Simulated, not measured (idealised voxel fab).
A process module follows: voxel air gaps.
The cross-section on display is named cut; it measures 165 nm wide, and its cells are 5 nm squares.
In this document a cross-section is written as a grid of square cells. It is given as a series of bands, listed from the top down, and a band is one or more rows of cells.
For a band, the entry starts with two heights in nm, that of the top and then that of the bottom, and carries on with the band's materials in order from left to right, each alongside its width in nm; the word "everywhere" beside a single material means it fills the band edge to edge, and "empty" means empty space.
All heights in this document are referenced to 0, defined as the level beneath which the wafer, as received, consists entirely of one material. The lowest band is not bounded below; it extends indefinitely downward and is written in the form "0..down".
A two-number width, for instance "30..40", indicates that the width is equal to the first number in the top row of the band and to the second number in the bottom row, and that it changes by a constant amount per row of cells.
Take "no change occurred" at face value: in the step it is given for, the cross-section changed in none of its cells.
Look at "Non-vented voids" for the closed voids: empty spaces with no open path to the top, sized 8 cells or up. Each is width x height at distance, distance from the left edge, all nm.
Past the settings on a step's line: simulator remark, on that step.
The setting "overlay nm" may be written on the line of a step. When the step uses a mask, the value reports how far to the right of the planned place the mask lay, and a negative value reports that it lay to the left.

-- Listed below are the process steps as planned
1) RECEIVE [material Si]
2) CONFORMAL_DEP [material SiO2] [thk nm 15]
3) CONFORMAL_DEP [material SiN] [thk nm 5]
4) DIRECTIONAL_DEP [material SiO2] [thk nm 40]
5) PATTERN [tone open] [mask id LINES] [material resist] [width nm 15] [pitch nm 40] [thk nm 15] [overlay nm 0]
6) DIRECTIONAL_ETCH [etch materials SiO2] [depth nm 40]
7) STRIP [etch materials resist]
8) CONFORMAL_DEP [material TiN] [thk nm 5]
9) FILL_DEP [material W] [thk nm 10]
10) CMP [height nm 60]
11) EPI [material Ru] [thk nm 10]
12) SELECTIVE_ETCH [etch materials SiO2] [depth nm 50]
13) CONFORMAL_DEP [material SiCN] [thk nm 5]
All wafers enter the flow in the same state. The thk nm at step 3 differs from wafer to wafer, and the plan gives the value for the first wafer.

-- The first of several wafers as received, shown in cross-section; this is its state after step 1
> 0..down: Si everywhere
> Non-vented voids: none

-- Row per wafer, end-of-module: cell gain (+)/loss (-) by material since the wafer came in, then closed voids
thk nm 5; +42 Ru; +109 SiCN; +33 SiN; +99 SiO2; +51 TiN; +21 W; Non-vented voids: 15 x 30 at 55; 15 x 30 at 95
thk nm 10; +42 Ru; +103 SiCN; +66 SiN; +99 SiO2; +45 TiN; +18 W; Non-vented voids: 15 x 25 at 55; 15 x 25 at 95
thk nm 15; +42 Ru; +97 SiCN; +99 SiN; +99 SiO2; +39 TiN; +15 W; Non-vented voids: 15 x 20 at 55; 15 x 20 at 95
thk nm 20; +42 Ru; +91 SiCN; +132 SiN; +99 SiO2; +33 TiN; +12 W; Non-vented voids: 15 x 15 at 55; 15 x 15 at 95
